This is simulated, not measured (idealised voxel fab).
The following process module bears the name voxel wiring stack.
FYI the section here is cut, 270 nm wide, cells are 5 nm squares.
In what follows, cross-sections appear as grids of square cells, described through bands that run from the top down, where every band is one or more rows of cells. Band entry format. Leading values: height of top, height of bottom, nm. Remainder: materials in left-to-right order, each with its width in nm. Special words: "everywhere" on a single material, which then fills the band edge to edge; "blank", empty space. The reference from which all heights are counted is 0, the level beneath which the as-received wafer is entirely one material; the lowest band, having no lower bound, proceeds downward and is written after the example "0 and below". The width entry "30 to 40" should be interpreted row by row: the top row of cells in the band takes the first number, the bottom row takes the second number, and the change between adjacent rows is uniform throughout. Where a step carries "nothing changed", the cross-section came out of it unchanged, cell for cell. Closed empty spaces (no open way to the top) of 8 cells or more are what "Enclosed cavity list" lists, each as width x height at distance from the left edge, nm for all three. It should be noted that, on the line of a given step, the content following the step's settings is a remark produced by the simulator itself with respect to that step. The setting "overlay nm" may be written on the line of a step. When the step uses a mask, the value reports how far to the right of the planned place the mask lay, and a negative value reports that it lay to the left. Read each pair as before and after one process step. The after cross-section shows only down to the lowest band that changed. The step between them and its settings are given below the pair. Pairs can come from different runs of this module on the same starting wafer. A pair continues from the pair above only where its "Status quo ante" entry says so.

Status quo ante:
> 90 down to 75 | 95 lowk; 30 blank; 20 lowk; 30 blank; 95 lowk
> 75 down to 50 | 95 lowk; 15 blank; 160 lowk
> 50 down to 40 | lowk everywhere
> 40 down to 35 | SiCN everywhere
> 35 down to 20 | 95 SiO2; 5 TiN; 20 Cu; 5 TiN; 20 SiO2; 5 TiN; 20 Cu; 5 TiN; 95 SiO2
> 20 down to 15 | 95 SiN; 30 TiN; 20 SiN; 30 TiN; 95 SiN
> 15 down to 0 | SiO2 everywhere
> 0 and below | Si everywhere
> Enclosed cavity list: none

Section After Processing:
> 95 down to 90 | 100 TiN; 20 blank; 30 TiN; 20 blank; 100 TiN
> 90 down to 80 | 95 lowk; 5 TiN; 20 blank; 5 TiN; 20 lowk; 5 TiN; 20 blank; 5 TiN; 95 lowk
> 80 down to 75 | 95 lowk; 5 TiN; 5 blank; 20 TiN; 20 lowk; 30 TiN; 95 lowk
> 75 down to 55 | 95 lowk; 5 TiN; 5 blank; 5 TiN; 160 lowk
> 55 down to 50 | 95 lowk; 15 TiN; 160 lowk
> below 50: unchanged
> Enclosed cavity list: none
What process step lies between the two cross-sections above? CONFORMAL_DEP (material TiN; thk nm 5)

Status quo ante: The pre-step condition corresponds to the post-step cross-section depicted in the pair directly above.

Section After Processing:
> 100 down to 95 | Ru everywhere
> 95 down to 90 | 100 TiN; 20 Ru; 30 TiN; 20 Ru; 100 TiN
> 90 down to 80 | 95 lowk; 5 TiN; 20 Ru; 5 TiN; 20 lowk; 5 TiN; 20 Ru; 5 TiN; 95 lowk
> 80 down to 75 | 95 lowk; 5 TiN; 5 Ru; 20 TiN; 20 lowk; 30 TiN; 95 lowk
> 75 down to 55 | 95 lowk; 5 TiN; 5 Ru; 5 TiN; 160 lowk
> below 55: unchanged
> Enclosed cavity list: none
What process step lies between the two cross-sections above? FILL_DEP (material Ru; thk nm 5)

Status quo ante: The pre-step condition corresponds to the post-step cross-section depicted in the pair directly above.

Section After Processing:
> 65 down to 55 | 95 lowk; 5 TiN; 5 Ru; 5 TiN; 160 lowk
> below 55: unchanged
> Enclosed cavity list: none
What process step lies between the two cross-sections above? CMP (height nm 65)

Status quo ante: The pre-step condition corresponds to the post-step cross-section depicted in the pair directly above.

Section After Processing:
> 70 down to 65 | SiCN everywhere
> below 65: unchanged
> Enclosed cavity list: none
What process step lies between the two cross-sections above? CONFORMAL_DEP (material SiCN; thk nm 5)

Status quo ante: The pre-step condition corresponds to the post-step cross-section depicted in the pair directly above.

Section After Processing:
> 80 down to 70 | SiO2 everywhere
> below 70: unchanged
> Enclosed cavity list: none
What process step lies between the two cross-sections above? DIRECTIONAL_DEP (material SiO2; thk nm 10)

Status quo ante: The pre-step condition corresponds to the post-step cross-section depicted in the pair directly above.

Section After Processing:
> 80 down to 70 | 95 SiO2; 15 blank; 160 SiO2
> below 70: unchanged
> Enclosed cavity list: none
What process step lies between the two cross-sections above? MASKED_ETCH (tone open; mask id PLUG_2; width nm 15; etch materials SiO2; depth nm 10; overlay nm 0)

Status quo ante: The pre-step condition corresponds to the post-step cross-section depicted in the pair directly above.

Section After Processing:
> 80 down to 70 | 95 SiO2; 15 blank; 160 SiO2
> 70 down to 65 | 95 SiCN; 15 blank; 160 SiCN
> below 65: unchanged
> Enclosed cavity list: none
What process step lies between the two cross-sections above? MASKED_ETCH (tone open; mask id PLUG_2; width nm 15; etch materials SiCN; depth nm 5; overlay nm 0)

Status quo ante: The pre-step condition corresponds to the post-step cross-section depicted in the pair directly above.

Section After Processing:
> 85 down to 80 | 100 TiN; 5 blank; 165 TiN
> 80 down to 70 | 95 SiO2; 5 TiN; 5 blank; 5 TiN; 160 SiO2
> 70 down to 65 | 95 SiCN; 15 TiN; 160 SiCN
> below 65: unchanged
> Enclosed cavity list: none
What process step lies between the two cross-sections above? CONFORMAL_DEP (material TiN; thk nm 5)

Status quo ante: The pre-step condition corresponds to the post-step cross-section depicted in the pair directly above.

Section After Processing:
> 90 down to 85 | Ru everywhere
> 85 down to 80 | 100 TiN; 5 Ru; 165 TiN
> 80 down to 70 | 95 SiO2; 5 TiN; 5 Ru; 5 TiN; 160 SiO2
> below 70: unchanged
> Enclosed cavity list: none
What process step lies between the two cross-sections above? FILL_DEP (material Ru; thk nm 5)

Status quo ante: The pre-step condition corresponds to the post-step cross-section depicted in the pair directly above.

Section After Processing:
> 80 down to 70 | 95 SiO2; 5 TiN; 5 Ru; 5 TiN; 160 SiO2
> below 70: unchanged
> Enclosed cavity list: none
What process step lies between the two cross-sections above? CMP (height nm 80)

Status quo ante: The pre-step condition corresponds to the post-step cross-section depicted in the pair directly above.

Section After Processing:
> 85 down to 80 | SiN everywhere
> below 80: unchanged
> Enclosed cavity list: none
What process step lies between the two cross-sections above? CONFORMAL_DEP (material SiN; thk nm 5)

Status quo ante: The pre-step condition corresponds to the post-step cross-section depicted in the pair directly above.

Section After Processing:
> 105 down to 85 | SiO2 everywhere
> below 85: unchanged
> Enclosed cavity list: none
What process step lies between the two cross-sections above? DIRECTIONAL_DEP (material SiO2; thk nm 20)

Status quo ante: The pre-step condition corresponds to the post-step cross-section depicted in the pair directly above.

Section After Processing:
> 105 down to 85 | 95 SiO2; 30 blank; 20 SiO2; 30 blank; 95 SiO2
> below 85: unchanged
> Enclosed cavity list: none
What process step lies between the two cross-sections above? MASKED_ETCH (tone open; mask id METAL_3; width nm 30; pitch nm 50; etch materials SiO2; depth nm 20; overlay nm 0)

Status quo ante: The pre-step condition corresponds to the post-step cross-section depicted in the pair directly above.

Section After Processing:
> 105 down to 85 | 95 SiO2; 30 blank; 20 SiO2; 30 blank; 95 SiO2
> 85 down to 80 | 95 SiN; 30 blank; 20 SiN; 30 blank; 95 SiN
> below 80: unchanged
> Enclosed cavity list: none
What process step lies between the two cross-sections above? MASKED_ETCH (tone open; mask id METAL_3; width nm 30; pitch nm 50; etch materials SiN; depth nm 5; overlay nm 0)

Status quo ante: The pre-step condition corresponds to the post-step cross-section depicted in the pair directly above.

Section After Processing:
> 110 down to 105 | 100 TiN; 20 blank; 30 TiN; 20 blank; 100 TiN
> 105 down to 85 | 95 SiO2; 5 TiN; 20 blank; 5 TiN; 20 SiO2; 5 TiN; 20 blank; 5 TiN; 95 SiO2
> 85 down to 80 | 95 SiN; 30 TiN; 20 SiN; 30 TiN; 95 SiN
> below 80: unchanged
> Enclosed cavity list: none
What process step lies between the two cross-sections above? CONFORMAL_DEP (material TiN; thk nm 5)

Status quo ante: The pre-step condition corresponds to the post-step cross-section depicted in the pair directly above.

Section After Processing:
> 115 down to 110 | Ru everywhere
> 110 down to 105 | 100 TiN; 20 Ru; 30 TiN; 20 Ru; 100 TiN
> 105 down to 85 | 95 SiO2; 5 TiN; 20 Ru; 5 TiN; 20 SiO2; 5 TiN; 20 Ru; 5 TiN; 95 SiO2
> below 85: unchanged
> Enclosed cavity list: none
What process step lies between the two cross-sections above? FILL_DEP (material Ru; thk nm 5)

Status quo ante: The pre-step condition corresponds to the post-step cross-section depicted in the pair directly above.

Section After Processing:
> 105 down to 85 | 95 SiO2; 5 TiN; 20 Ru; 5 TiN; 20 SiO2; 5 TiN; 20 Ru; 5 TiN; 95 SiO2
> below 85: unchanged
> Enclosed cavity list: none
What process step lies between the two cross-sections above? CMP (height nm 105)

Status quo ante: The pre-step condition corresponds to the post-step cross-section depicted in the pair directly above.

Section After Processing:
> 110 down to 105 | SiN everywhere
> below 105: unchanged
> Enclosed cavity list: none
What process step lies between the two cross-sections above? CONFORMAL_DEP (material SiN; thk nm 5)

Status quo ante:
> 80 down to 70 | 95 SiO2; 5 TiN; 5 Ru; 5 TiN; 160 SiO2
> 70 down to 65 | 95 SiCN; 15 TiN; 160 SiCN
> 65 down to 55 | 95 lowk; 5 TiN; 20 Ru; 5 TiN; 20 lowk; 5 TiN; 20 Ru; 5 TiN; 95 lowk
> 55 down to 50 | 95 lowk; 5 TiN; 5 Ru; 20 TiN; 20 lowk; 30 TiN; 95 lowk
> 50 down to 40 | 95 lowk; 5 TiN; 5 Ru; 5 TiN; 160 lowk
> 40 down to 35 | 95 SiCN; 15 TiN; 160 SiCN
> 35 down to 20 | 95 SiO2; 5 TiN; 20 Cu; 5 TiN; 20 SiO2; 5 TiN; 20 Cu; 5 TiN; 95 SiO2
> 20 down to 15 | 95 SiN; 30 TiN; 20 SiN; 30 TiN; 95 SiN
> 15 down to 0 | SiO2 everywhere
> 0 and below | Si everywhere
> Enclosed cavity list: none

Section After Processing:
> 100 down to 80 | SiO2 everywhere
> below 80: unchanged
> Enclosed cavity list: none
What process step lies between the two cross-sections above? DIRECTIONAL_DEP (material SiO2; thk nm 20)

Status quo ante: The pre-step condition corresponds to the post-step cross-section depicted in the pair directly above.

Section After Processing:
> 105 down to 100 | SiN everywhere
> below 100: unchanged
> Enclosed cavity list: none
What process step lies between the two cross-sections above? CONFORMAL_DEP (material SiN; thk nm 5)

Status quo ante: The pre-step condition corresponds to the post-step cross-section depicted in the pair directly above.

Section After Processing:
> 105 down to 100 | 95 SiN; 30 blank; 20 SiN; 30 blank; 95 SiN
> below 100: unchanged
> Enclosed cavity list: none
What process step lies between the two cross-sections above? MASKED_ETCH (tone open; mask id METAL_3; width nm 30; pitch nm 50; etch materials SiN; depth nm 5; overlay nm 0)

Status quo ante: The pre-step condition corresponds to the post-step cross-section depicted in the pair directly above.

Section After Processing:
> 110 down to 105 | 100 TiN; 20 blank; 30 TiN; 20 blank; 100 TiN
> 105 down to 100 | 95 SiN; 30 TiN; 20 SiN; 30 TiN; 95 SiN
> below 100: unchanged
> Enclosed cavity list: none
What process step lies between the two cross-sections above? CONFORMAL_DEP (material TiN; thk nm 5)

Status quo ante: The pre-step condition corresponds to the post-step cross-section depicted in the pair directly above.

Section After Processing:
> 115 down to 110 | Ru everywhere
> 110 down to 105 | 100 TiN; 20 Ru; 30 TiN; 20 Ru; 100 TiN
> below 105: unchanged
> Enclosed cavity list: none
What process step lies between the two cross-sections above? FILL_DEP (material Ru; thk nm 5)

Status quo ante: The pre-step condition corresponds to the post-step cross-section depicted in the pair directly above.

Section After Processing:
> 105 down to 100 | 95 SiN; 30 TiN; 20 SiN; 30 TiN; 95 SiN
> below 100: unchanged
> Enclosed cavity list: none
What process step lies between the two cross-sections above? CMP (height nm 105)

Status quo ante: The pre-step condition corresponds to the post-step cross-section depicted in the pair directly above.

Section After Processing:
> 110 down to 105 | SiN everywhere
> below 105: unchanged
> Enclosed cavity list: none
What process step lies between the two cross-sections above? CONFORMAL_DEP (material SiN; thk nm 5)

Status quo ante:
> 0 and below | Si everywhere
> Enclosed cavity list: none

Section After Processing:
> 5 down to 0 | SiO2 everywhere
> below 0: unchanged
> Enclosed cavity list: none
What process step lies between the two cross-sections above? CONFORMAL_DEP (material SiO2; thk nm 5)

Status quo ante: The pre-step condition corresponds to the post-step cross-section depicted in the pair directly above.

Section After Processing:
> 10 down to 5 | SiN everywhere
> below 5: unchanged
> Enclosed cavity list: none
What process step lies between the two cross-sections above? CONFORMAL_DEP (material SiN; thk nm 5)

Status quo ante: The pre-step condition corresponds to the post-step cross-section depicted in the pair directly above.

Section After Processing:
> 25 down to 10 | SiO2 everywhere
> below 10: unchanged
> Enclosed cavity list: none
What process step lies between the two cross-sections above? DIRECTIONAL_DEP (material SiO2; thk nm 15)

Status quo ante: The pre-step condition corresponds to the post-step cross-section depicted in the pair directly above.

Section After Processing:
> 45 down to 25 | 95 resist; 30 blank; 20 resist; 30 blank; 95 resist
> below 25: unchanged
> Enclosed cavity list: none
What process step lies between the two cross-sections above? PATTERN (tone open; mask id METAL_1; material resist; width nm 30; pitch nm 50; thk nm 20; overlay nm 0)

Status quo ante: The pre-step condition corresponds to the post-step cross-section depicted in the pair directly above.

Section After Processing:
> 45 down to 25 | 95 resist; 30 blank; 20 resist; 30 blank; 95 resist
> 25 down to 10 | 95 SiO2; 30 blank; 20 SiO2; 30 blank; 95 SiO2
> below 10: unchanged
> Enclosed cavity list: none
What process step lies between the two cross-sections above? DIRECTIONAL_ETCH (etch materials SiO2; depth nm 15)

Status quo ante: The pre-step condition corresponds to the post-step cross-section depicted in the pair directly above.

Section After Processing:
> 45 down to 25 | 95 resist; 30 blank; 20 resist; 30 blank; 95 resist
> 25 down to 10 | 95 SiO2; 30 blank; 20 SiO2; 30 blank; 95 SiO2
> 10 down to 5 | 95 SiN; 30 blank; 20 SiN; 30 blank; 95 SiN
> below 5: unchanged
> Enclosed cavity list: none
What process step lies between the two cross-sections above? DIRECTIONAL_ETCH (etch materials SiN; depth nm 5)

Status quo ante: The pre-step condition corresponds to the post-step cross-section depicted in the pair directly above.

Section After Processing:
> 25 down to 10 | 95 SiO2; 30 blank; 20 SiO2; 30 blank; 95 SiO2
> below 10: unchanged
> Enclosed cavity list: none
What process step lies between the two cross-sections above? STRIP (etch materials resist)

Status quo ante: The pre-step condition corresponds to the post-step cross-section depicted in the pair directly above.

Section After Processing:
> 30 down to 25 | 100 TiN; 20 blank; 30 TiN; 20 blank; 100 TiN
> 25 down to 10 | 95 SiO2; 5 TiN; 20 blank; 5 TiN; 20 SiO2; 5 TiN; 20 blank; 5 TiN; 95 SiO2
> 10 down to 5 | 95 SiN; 30 TiN; 20 SiN; 30 TiN; 95 SiN
> below 5: unchanged
> Enclosed cavity list: none
What process step lies between the two cross-sections above? CONFORMAL_DEP (material TiN; thk nm 5)

Status quo ante: The pre-step condition corresponds to the post-step cross-section depicted in the pair directly above.

Section After Processing:
> 40 down to 30 | Cu everywhere
> 30 down to 25 | 100 TiN; 20 Cu; 30 TiN; 20 Cu; 100 TiN
> 25 down to 10 | 95 SiO2; 5 TiN; 20 Cu; 5 TiN; 20 SiO2; 5 TiN; 20 Cu; 5 TiN; 95 SiO2
> below 10: unchanged
> Enclosed cavity list: none
What process step lies between the two cross-sections above? FILL_DEP (material Cu; thk nm 10)

Status quo ante: The pre-step condition corresponds to the post-step cross-section depicted in the pair directly above.

Section After Processing:
> 35 down to 30 | Cu everywhere
> below 30: unchanged
> Enclosed cavity list: none
What process step lies between the two cross-sections above? CMP (height nm 35)

Status quo ante: The pre-step condition corresponds to the post-step cross-section depicted in the pair directly above.

Section After Processing:
> 40 down to 35 | SiCN everywhere
> below 35: unchanged
> Enclosed cavity list: none
What process step lies between the two cross-sections above? CONFORMAL_DEP (material SiCN; thk nm 5)

Status quo ante: The pre-step condition corresponds to the post-step cross-section depicted in the pair directly above.

Section After Processing:
> 65 down to 40 | lowk everywhere
> below 40: unchanged
> Enclosed cavity list: none
What process step lies between the two cross-sections above? DIRECTIONAL_DEP (material lowk; thk nm 25)

Status quo ante: The pre-step condition corresponds to the post-step cross-section depicted in the pair directly above.

Section After Processing:
> 65 down to 40 | 95 lowk; 15 blank; 160 lowk
> below 40: unchanged
> Enclosed cavity list: none
What process step lies between the two cross-sections above? MASKED_ETCH (tone open; mask id METAL_2_HOLES; width nm 15; etch materials lowk; depth nm 25; overlay nm 0)

Status quo ante: The pre-step condition corresponds to the post-step cross-section depicted in the pair directly above.

Section After Processing:
> 75 down to 65 | 95 aC; 15 blank; 160 aC
> 65 down to 50 | 95 lowk; 15 blank; 160 lowk
> 50 down to 40 | 95 lowk; 15 aC; 160 lowk
> below 40: unchanged
> Enclosed cavity list: none
What process step lies between the two cross-sections above? DIRECTIONAL_DEP (material aC; thk nm 10)

Status quo ante: The pre-step condition corresponds to the post-step cross-section depicted in the pair directly above.

Section After Processing:
> 100 down to 75 | 95 resist; 30 blank; 20 resist; 30 blank; 95 resist
> below 75: unchanged
> Enclosed cavity list: none
What process step lies between the two cross-sections above? PATTERN (tone open; mask id METAL_2; material resist; width nm 30; pitch nm 50; thk nm 25; overlay nm 0)

Status quo ante: The pre-step condition corresponds to the post-step cross-section depicted in the pair directly above.

Section After Processing:
> 90 down to 75 | 95 resist; 30 blank; 20 resist; 30 blank; 95 resist
> 75 down to 65 | 95 aC; 30 blank; 20 aC; 30 blank; 95 aC
> 65 down to 40 | 95 lowk; 15 blank; 160 lowk
> below 40: unchanged
> Enclosed cavity list: none
What process step lies between the two cross-sections above? DIRECTIONAL_ETCH (etch materials aC; depth nm 10)

Status quo ante: The pre-step condition corresponds to the post-step cross-section depicted in the pair directly above.

Section After Processing:
> 75 down to 65 | 95 aC; 30 blank; 20 aC; 30 blank; 95 aC
> below 65: unchanged
> Enclosed cavity list: none
What process step lies between the two cross-sections above? STRIP (etch materials resist)

Status quo ante: The pre-step condition corresponds to the post-step cross-section depicted in the pair directly above.

Section After Processing:
> 75 down to 65 | 95 aC; 30 blank; 20 aC; 30 blank; 95 aC
> 65 down to 50 | 95 lowk; 30 blank; 20 lowk; 30 blank; 95 lowk
> below 50: unchanged
> Enclosed cavity list: none
What process step lies between the two cross-sections above? DIRECTIONAL_ETCH (etch materials lowk; depth nm 15)

Status quo ante: The pre-step condition corresponds to the post-step cross-section depicted in the pair directly above.

Section After Processing:
> 75 down to 65 | 95 aC; 30 blank; 20 aC; 30 blank; 95 aC
> 65 down to 50 | 95 lowk; 30 blank; 20 lowk; 30 blank; 95 lowk
> 50 down to 40 | 95 lowk; 15 blank; 160 lowk
> 40 down to 35 | 95 SiCN; 15 blank; 160 SiCN
> below 35: unchanged
> Enclosed cavity list: none
What process step lies between the two cross-sections above? DIRECTIONAL_ETCH (etch materials SiCN; depth nm 5)

Status quo ante: The pre-step condition corresponds to the post-step cross-section depicted in the pair directly above.

Section After Processing:
> 65 down to 50 | 95 lowk; 30 blank; 20 lowk; 30 blank; 95 lowk
> below 50: unchanged
> Enclosed cavity list: none
What process step lies between the two cross-sections above? STRIP (etch materials aC)

Status quo ante: The pre-step condition corresponds to the post-step cross-section depicted in the pair directly above.

Section After Processing:
> 70 down to 65 | 100 TiN; 20 blank; 30 TiN; 20 blank; 100 TiN
> 65 down to 55 | 95 lowk; 5 TiN; 20 blank; 5 TiN; 20 lowk; 5 TiN; 20 blank; 5 TiN; 95 lowk
> 55 down to 50 | 95 lowk; 5 TiN; 5 blank; 20 TiN; 20 lowk; 30 TiN; 95 lowk
> 50 down to 40 | 95 lowk; 5 TiN; 5 blank; 5 TiN; 160 lowk
> 40 down to 35 | 95 SiCN; 15 TiN; 160 SiCN
> below 35: unchanged
> Enclosed cavity list: none
What process step lies between the two cross-sections above? CONFORMAL_DEP (material TiN; thk nm 5)

Status quo ante: The pre-step condition corresponds to the post-step cross-section depicted in the pair directly above.

Section After Processing:
> 75 down to 70 | Ru everywhere
> 70 down to 65 | 100 TiN; 20 Ru; 30 TiN; 20 Ru; 100 TiN
> 65 down to 55 | 95 lowk; 5 TiN; 20 Ru; 5 TiN; 20 lowk; 5 TiN; 20 Ru; 5 TiN; 95 lowk
> 55 down to 50 | 95 lowk; 5 TiN; 5 Ru; 20 TiN; 20 lowk; 30 TiN; 95 lowk
> 50 down to 40 | 95 lowk; 5 TiN; 5 Ru; 5 TiN; 160 lowk
> below 40: unchanged
> Enclosed cavity list: none
What process step lies between the two cross-sections above? FILL_DEP (material Ru; thk nm 5)

Status quo ante: The pre-step condition corresponds to the post-step cross-section depicted in the pair directly above.

Section After Processing:
> 65 down to 55 | 95 lowk; 5 TiN; 20 Ru; 5 TiN; 20 lowk; 5 TiN; 20 Ru; 5 TiN; 95 lowk
> below 55: unchanged
> Enclosed cavity list: none
What process step lies between the two cross-sections above? CMP (height nm 65)

Status quo ante: The pre-step condition corresponds to the post-step cross-section depicted in the pair directly above.

Section After Processing:
> 70 down to 65 | SiCN everywhere
> below 65: unchanged
> Enclosed cavity list: none
What process step lies between the two cross-sections above? CONFORMAL_DEP (material SiCN; thk nm 5)

Status quo ante: The pre-step condition corresponds to the post-step cross-section depicted in the pair directly above.

Section After Processing:
> 80 down to 70 | SiO2 everywhere
> below 70: unchanged
> Enclosed cavity list: none
What process step lies between the two cross-sections above? DIRECTIONAL_DEP (material SiO2; thk nm 10)

Status quo ante: The pre-step condition corresponds to the post-step cross-section depicted in the pair directly above.

Section After Processing:
> 80 down to 70 | 95 SiO2; 15 blank; 160 SiO2
> below 70: unchanged
> Enclosed cavity list: none
What process step lies between the two cross-sections above? MASKED_ETCH (tone open; mask id PLUG_2; width nm 15; etch materials SiO2; depth nm 10; overlay nm 0)

Status quo ante: The pre-step condition corresponds to the post-step cross-section depicted in the pair directly above.

Section After Processing:
> 80 down to 70 | 95 SiO2; 15 blank; 160 SiO2
> 70 down to 65 | 95 SiCN; 15 blank; 160 SiCN
> below 65: unchanged
> Enclosed cavity list: none
What process step lies between the two cross-sections above? MASKED_ETCH (tone open; mask id PLUG_2; width nm 15; etch materials SiCN; depth nm 5; overlay nm 0)

Status quo ante: The pre-step condition corresponds to the post-step cross-section depicted in the pair directly above.

Section After Processing:
> 85 down to 80 | 100 TiN; 5 blank; 165 TiN
> 80 down to 70 | 95 SiO2; 5 TiN; 5 blank; 5 TiN; 160 SiO2
> 70 down to 65 | 95 SiCN; 15 TiN; 160 SiCN
> below 65: unchanged
> Enclosed cavity list: none
What process step lies between the two cross-sections above? CONFORMAL_DEP (material TiN; thk nm 5)

Status quo ante: The pre-step condition corresponds to the post-step cross-section depicted in the pair directly above.

Section After Processing:
> 90 down to 85 | Ru everywhere
> 85 down to 80 | 100 TiN; 5 Ru; 165 TiN
> 80 down to 70 | 95 SiO2; 5 TiN; 5 Ru; 5 TiN; 160 SiO2
> below 70: unchanged
> Enclosed cavity list: none
What process step lies between the two cross-sections above? FILL_DEP (material Ru; thk nm 5)

Status quo ante: The pre-step condition corresponds to the post-step cross-section depicted in the pair directly above.

Section After Processing:
> 80 down to 70 | 95 SiO2; 5 TiN; 5 Ru; 5 TiN; 160 SiO2
> below 70: unchanged
> Enclosed cavity list: none
What process step lies between the two cross-sections above? CMP (height nm 80)

Status quo ante: The pre-step condition corresponds to the post-step cross-section depicted in the pair directly above.

Section After Processing:
> 85 down to 80 | SiN everywhere
> below 80: unchanged
> Enclosed cavity list: none
What process step lies between the two cross-sections above? CONFORMAL_DEP (material SiN; thk nm 5)

Status quo ante: The pre-step condition corresponds to the post-step cross-section depicted in the pair directly above.

Section After Processing:
> 105 down to 85 | SiO2 everywhere
> below 85: unchanged
> Enclosed cavity list: none
What process step lies between the two cross-sections above? DIRECTIONAL_DEP (material SiO2; thk nm 20)

Status quo ante: The pre-step condition corresponds to the post-step cross-section depicted in the pair directly above.

Section After Processing:
> 105 down to 85 | 95 SiO2; 30 blank; 20 SiO2; 30 blank; 95 SiO2
> below 85: unchanged
> Enclosed cavity list: none
What process step lies between the two cross-sections above? MASKED_ETCH (tone open; mask id METAL_3; width nm 30; pitch nm 50; etch materials SiO2; depth nm 20; overlay nm 0)

Status quo ante: The pre-step condition corresponds to the post-step cross-section depicted in the pair directly above.

Section After Processing:
> 105 down to 85 | 95 SiO2; 30 blank; 20 SiO2; 30 blank; 95 SiO2
> 85 down to 80 | 95 SiN; 30 blank; 20 SiN; 30 blank; 95 SiN
> below 80: unchanged
> Enclosed cavity list: none
What process step lies between the two cross-sections above? MASKED_ETCH (tone open; mask id METAL_3; width nm 30; pitch nm 50; etch materials SiN; depth nm 5; overlay nm 0)

Status quo ante: The pre-step condition corresponds to the post-step cross-section depicted in the pair directly above.

Section After Processing:
> 110 down to 105 | 100 TiN; 20 blank; 30 TiN; 20 blank; 100 TiN
> 105 down to 85 | 95 SiO2; 5 TiN; 20 blank; 5 TiN; 20 SiO2; 5 TiN; 20 blank; 5 TiN; 95 SiO2
> 85 down to 80 | 95 SiN; 30 TiN; 20 SiN; 30 TiN; 95 SiN
> below 80: unchanged
> Enclosed cavity list: none
What process step lies between the two cross-sections above? CONFORMAL_DEP (material TiN; thk nm 5)

Status quo ante: The pre-step condition corresponds to the post-step cross-section depicted in the pair directly above.

Section After Processing:
> 115 down to 110 | Ru everywhere
> 110 down to 105 | 100 TiN; 20 Ru; 30 TiN; 20 Ru; 100 TiN
> 105 down to 85 | 95 SiO2; 5 TiN; 20 Ru; 5 TiN; 20 SiO2; 5 TiN; 20 Ru; 5 TiN; 95 SiO2
> below 85: unchanged
> Enclosed cavity list: none
What process step lies between the two cross-sections above? FILL_DEP (material Ru; thk nm 5)

Status quo ante: The pre-step condition corresponds to the post-step cross-section depicted in the pair directly above.

Section After Processing:
> 105 down to 85 | 95 SiO2; 5 TiN; 20 Ru; 5 TiN; 20 SiO2; 5 TiN; 20 Ru; 5 TiN; 95 SiO2
> below 85: unchanged
> Enclosed cavity list: none
What process step lies between the two cross-sections above? CMP (height nm 105)

Status quo ante: The pre-step condition corresponds to the post-step cross-section depicted in the pair directly above.

Section After Processing:
> 110 down to 105 | SiN everywhere
> below 105: unchanged
> Enclosed cavity list: none
What process step lies between the two cross-sections above? CONFORMAL_DEP (material SiN; thk nm 5)

Status quo ante:
> 80 down to 70 | SiO2 everywhere
> 70 down to 65 | SiCN everywhere
> 65 down to 55 | 95 lowk; 5 TiN; 20 Ru; 5 TiN; 20 lowk; 5 TiN; 20 Ru; 5 TiN; 95 lowk
> 55 down to 50 | 95 lowk; 5 TiN; 5 Ru; 20 TiN; 20 lowk; 30 TiN; 95 lowk
> 50 down to 40 | 95 lowk; 5 TiN; 5 Ru; 5 TiN; 160 lowk
> 40 down to 35 | 95 SiCN; 15 TiN; 160 SiCN
> 35 down to 20 | 95 SiO2; 5 TiN; 20 Cu; 5 TiN; 20 SiO2; 5 TiN; 20 Cu; 5 TiN; 95 SiO2
> 20 down to 15 | 95 SiN; 30 TiN; 20 SiN; 30 TiN; 95 SiN
> 15 down to 0 | SiO2 everywhere
> 0 and below | Si everywhere
> Enclosed cavity list: none

Section After Processing:
> 80 down to 70 | 95 SiO2; 20 blank; 155 SiO2
> below 70: unchanged
> Enclosed cavity list: none
What process step lies between the two cross-sections above? MASKED_ETCH (tone open; mask id PLUG_2; width nm 20; etch materials SiO2; depth nm 10; overlay nm 0)

Status quo ante: The pre-step condition corresponds to the post-step cross-section depicted in the pair directly above.

Section After Processing:
> 80 down to 70 | 95 SiO2; 20 blank; 155 SiO2
> 70 down to 65 | 95 SiCN; 15 blank; 160 SiCN
> below 65: unchanged
> Enclosed cavity list: none
What process step lies between the two cross-sections above? MASKED_ETCH (tone open; mask id PLUG_2; width nm 15; etch materials SiCN; depth nm 5; overlay nm 0)

Status quo ante: The pre-step condition corresponds to the post-step cross-section depicted in the pair directly above.

Section After Processing:
> 85 down to 80 | 100 TiN; 10 blank; 160 TiN
> 80 down to 70 | 95 SiO2; 5 TiN; 10 to 5 blank; 5 to 10 TiN; 155 SiO2
> 70 down to 65 | 95 SiCN; 15 TiN; 160 SiCN
> below 65: unchanged
> Enclosed cavity list: none
What process step lies between the two cross-sections above? CONFORMAL_DEP (material TiN; thk nm 5)

Status quo ante: The pre-step condition corresponds to the post-step cross-section depicted in the pair directly above.

Section After Processing:
> 90 down to 85 | Ru everywhere
> 85 down to 80 | 100 TiN; 10 Ru; 160 TiN
> 80 down to 70 | 95 SiO2; 5 TiN; 10 to 5 Ru; 5 to 10 TiN; 155 SiO2
> below 70: unchanged
> Enclosed cavity list: none
What process step lies between the two cross-sections above? FILL_DEP (material Ru; thk nm 5)

Status quo ante: The pre-step condition corresponds to the post-step cross-section depicted in the pair directly above.

Section After Processing:
> 80 down to 70 | 95 SiO2; 5 TiN; 10 to 5 Ru; 5 to 10 TiN; 155 SiO2
> below 70: unchanged
> Enclosed cavity list: none
What process step lies between the two cross-sections above? CMP (height nm 80)

Status quo ante: The pre-step condition corresponds to the post-step cross-section depicted in the pair directly above.

Section After Processing:
> 85 down to 80 | SiN everywhere
> below 80: unchanged
> Enclosed cavity list: none
What process step lies between the two cross-sections above? CONFORMAL_DEP (material SiN; thk nm 5)

Status quo ante: The pre-step condition corresponds to the post-step cross-section depicted in the pair directly above.

Section After Processing:
> 105 down to 85 | SiO2 everywhere
> below 85: unchanged
> Enclosed cavity list: none
What process step lies between the two cross-sections above? DIRECTIONAL_DEP (material SiO2; thk nm 20)

Status quo ante: The pre-step condition corresponds to the post-step cross-section depicted in the pair directly above.

Section After Processing:
> 105 down to 85 | 95 SiO2; 30 blank; 20 SiO2; 30 blank; 95 SiO2
> below 85: unchanged
> Enclosed cavity list: none
What process step lies between the two cross-sections above? MASKED_ETCH (tone open; mask id METAL_3; width nm 30; pitch nm 50; etch materials SiO2; depth nm 20; overlay nm 0)

Status quo ante: The pre-step condition corresponds to the post-step cross-section depicted in the pair directly above.

Section After Processing:
> 105 down to 85 | 95 SiO2; 30 blank; 20 SiO2; 30 blank; 95 SiO2
> 85 down to 80 | 95 SiN; 30 blank; 20 SiN; 30 blank; 95 SiN
> below 80: unchanged
> Enclosed cavity list: none
What process step lies between the two cross-sections above? MASKED_ETCH (tone open; mask id METAL_3; width nm 30; pitch nm 50; etch materials SiN; depth nm 5; overlay nm 0)
